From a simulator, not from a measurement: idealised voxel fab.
Presented below is a process module, voxel gate over fins.
Section shown: cut. Width: 240 nm. Cell size: 5 nm, square.
Reading order for cross-sections: top band down to bottom band. Underlying form: a grid of square cells. Band size: one or more rows of cells.
Basically the band line says how high the top is and how high the bottom is, in nm, and then what's in it from left to right, every material with its width in nm. Empty space shows up as "empty", and if a single material carries "everywhere" it runs the full band edge to edge.
Counting heights begins at 0, where everything beneath is, in the wafer as received, one material. The lowest band has no bottom; it goes on downwards, as "top 0, no bottom" shows.
Graded width ("30..40"): value in top row of band = first number; value in bottom row = second number; row-to-row change constant.
Any step labelled "no change" changed none of the cells in the cross-section.
Empty spaces without an open route to the top, at least 8 cells in extent, make up the entry "Closed void list"; each is given as width x height at distance, where the distance is measured from the left edge, and all are in nm.
On a step's line, text after the settings is the simulator commenting on that step.
The "overlay nm" setting may appear on a step's line; for a step that uses a mask, it gives how far to the right of its planned position the mask lay, and a negative value indicates the left.
[The process steps that were planned are listed below]
1: RECEIVE, material Si
2: CONFORMAL_DEP, material SiN, thk nm 5
3: PATTERN, tone cover, mask id FINS, material resist, width nm 15, pitch nm 60, thk nm 20, overlay nm 0
4: DIRECTIONAL_ETCH, etch materials SiN, depth nm 5
5: DIRECTIONAL_ETCH, etch materials Si, depth nm 40
6: STRIP, etch materials resist
7: FILL_DEP, material SiO2, thk nm 10
8: CMP, height nm 5
9: MASKED_ETCH, tone open, mask id RAIL, width nm 15, etch materials SiO2, depth nm 40, overlay nm 0
10: CONFORMAL_DEP, material TiN, thk nm 5
11: FILL_DEP, material W, thk nm 10
12: CMP, height nm 5
13: SELECTIVE_ETCH, etch materials W Ru TiN, depth nm 30
14: FILL_DEP, material SiO2, thk nm 5
15: CMP, height nm 5
16: SELECTIVE_ETCH, etch materials SiO2, depth nm 20
17: STRIP, etch materials SiN
18: CONFORMAL_DEP, material HfO2, thk nm 5
19: CONFORMAL_DEP, material TiN, thk nm 5
20: FILL_DEP, material W, thk nm 10
21: CMP, height nm 15
22: CONFORMAL_DEP, material SiN, thk nm 10
[Shown in cross-section is the wafer as received, that is, as it stands after step 1]
> top 0, no bottom | Si everywhere
> Closed void list: none
[Cross-sectional result after module completion. Note: starting condition and plan are unchanged from above; one processing mistake was made]
> top 25, bottom 15 | SiN everywhere
> top 15, bottom 10 | W everywhere
> top 10, bottom 5 | 5 of W, 45 of TiN, 15 of W, 45 of TiN, 15 of W, 45 of TiN, 15 of W, 45 of TiN, 10 of W
> top 5, bottom 0 | 5 of W, 5 of TiN, 35 of HfO2, 5 of TiN, 15 of W, 5 of TiN, 35 of HfO2, 5 of TiN, 15 of W, 5 of TiN, 35 of HfO2, 5 of TiN, 15 of W, 5 of TiN, 35 of HfO2, 5 of TiN, 10 of W
> top 0, bottom -5 | 5 of W, 5 of TiN, 5 of HfO2, 25 of Si, 5 of HfO2, 5 of TiN, 15 of W, 5 of TiN, 5 of HfO2, 25 of Si, 5 of HfO2, 5 of TiN, 15 of W, 5 of TiN, 5 of HfO2, 25 of Si, 5 of HfO2, 5 of TiN, 15 of W, 5 of TiN, 5 of HfO2, 25 of Si, 5 of HfO2, 5 of TiN, 10 of W
> top -5, bottom -10 | 10 of TiN, 5 of HfO2, 25 of Si, 5 of HfO2, 25 of TiN, 5 of HfO2, 25 of Si, 5 of HfO2, 25 of TiN, 5 of HfO2, 25 of Si, 5 of HfO2, 25 of TiN, 5 of HfO2, 25 of Si, 5 of HfO2, 15 of TiN
> top -10, bottom -15 | 15 of HfO2, 25 of Si, 35 of HfO2, 25 of Si, 35 of HfO2, 25 of Si, 35 of HfO2, 25 of Si, 20 of HfO2
> top -15, bottom -25 | 15 of SiO2, 25 of Si, 35 of SiO2, 25 of Si, 35 of SiO2, 25 of Si, 35 of SiO2, 25 of Si, 20 of SiO2
> top -25, bottom -30 | 15 of SiO2, 25 of Si, 10 of SiO2, 5 of TiN, 5 of W, 5 of TiN, 10 of SiO2, 25 of Si, 35 of SiO2, 25 of Si, 35 of SiO2, 25 of Si, 20 of SiO2
> top -30, bottom -35 | 15 of SiO2, 25 of Si, 10 of SiO2, 15 of TiN, 10 of SiO2, 25 of Si, 35 of SiO2, 25 of Si, 35 of SiO2, 25 of Si, 20 of SiO2
> top -35, bottom -40 | 15 of SiO2, 25 of Si, 35 of SiO2, 25 of Si, 35 of SiO2, 25 of Si, 35 of SiO2, 25 of Si, 20 of SiO2
> top -40, no bottom | Si everywhere
> Closed void list: none
Here's what went sideways: step 3 changed vs plan, executed as PATTERN, tone cover, mask id FINS, material resist, width nm 25, pitch nm 60, thk nm 20, overlay nm 0
